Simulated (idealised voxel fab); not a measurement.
You're looking at the process module voxel lift off.
Shown is cross-section cut, with a width of 280 nm and square cells of size 5 nm.
Think of the cross-section as a grid of square cells. We describe it in bands, top to bottom, and each band covers one or more rows of those cells. Look at the band entry: it leads with the top's height and the bottom's height in nm. Then it lists the materials left to right, with a width in nm for each. The word "throughout" on a single material says that material fills the band edge to edge. The word "air" is empty space. Beneath 0, the wafer as received is one material, and that level is where height counting begins. The lowest band goes on downward without a bottom; it is written like "0..down". The expression "30->40" gives the width at the extremes of the band, the first number at its top row of cells and the second at its bottom row, with the width changing by equal amounts from each row to the next in between. The cross-section has no changed cell in any step marked "no alterations made". You'll see "Voids, sealed" listing empty spaces that have no way open to the top, as long as they're 8 cells or more; the notation is width x height at distance, where the distance is from the left edge, and all of it is in nm. What comes after the settings on a step's line is commentary from the simulator itself on that step. A step's line can hold "overlay nm"; with a mask on that step, the setting says how far right of the planned place the mask lay, while a negative setting says it lay to the left.

## These are the steps we planned for the process
1. RECEIVE [material Si]
2. CONFORMAL_DEP [material SiO2] [thk nm 10]
3. PATTERN [tone open] [mask id LINES] [material resist] [width nm 25] [pitch nm 40] [thk nm 20] [overlay nm 0]
4. DIRECTIONAL_DEP [material Ru] [thk nm 5]
5. STRIP [etch materials resist]
6. CONFORMAL_DEP [material SiCN] [thk nm 5]

## On the first of the two wafers: run conducted according to plan

## Cross-section of the wafer as it came to us, i.e., already through step 1
    0..down  Si throughout
    Voids, sealed: none

## The following cross-section depicts the wafer upon completion of step 2
    10..0  SiO2 throughout
    Nothing below the height 0 has changed.

## The following cross-section depicts the wafer upon completion of step 3
    30..10  resist 105 nm | air 25 nm | resist 15 nm | air 25 nm | resist 110 nm
    Nothing below the height 10 has changed.

## The following cross-section depicts the wafer upon completion of step 4
    35..30  Ru 105 nm | air 25 nm | Ru 15 nm | air 25 nm | Ru 110 nm
    30..15  resist 105 nm | air 25 nm | resist 15 nm | air 25 nm | resist 110 nm
    15..10  resist 105 nm | Ru 25 nm | resist 15 nm | Ru 25 nm | resist 110 nm
    Nothing below the height 10 has changed.

## The following cross-section depicts the wafer upon completion of step 5
    15..10  air 105 nm | Ru 25 nm | air 15 nm | Ru 25 nm | air 110 nm
    Nothing below the height 10 has changed.

## The following cross-section depicts the wafer upon completion of step 6
    20..15  air 100 nm | SiCN 35 nm | air 5 nm | SiCN 35 nm | air 105 nm
    15..10  SiCN 105 nm | Ru 25 nm | SiCN 15 nm | Ru 25 nm | SiCN 110 nm
    Nothing below the height 10 has changed.

## Second wafer. Start and plan as for the first. One mistake made in running. Agrees with the first up to and including step 4

## At the planned end of step 5, the second wafer in cross-section
    15..10  air 105 nm | Ru 25 nm | air 15 nm | Ru 25 nm | air 110 nm
    Nothing below the height 10 has changed.

## At the planned end of step 6, the second wafer in cross-section
    20..15  air 100 nm | SiCN 35 nm | air 5 nm | SiCN 35 nm | air 105 nm
    15..10  SiCN 105 nm | Ru 25 nm | SiCN 15 nm | Ru 25 nm | SiCN 110 nm
    Nothing below the height 10 has changed.
What went wrong in running the wafer? heads up, step 5 of the plan got done twice
Result: same final cross-section on the two wafers, so no effect from the mistake in this model.
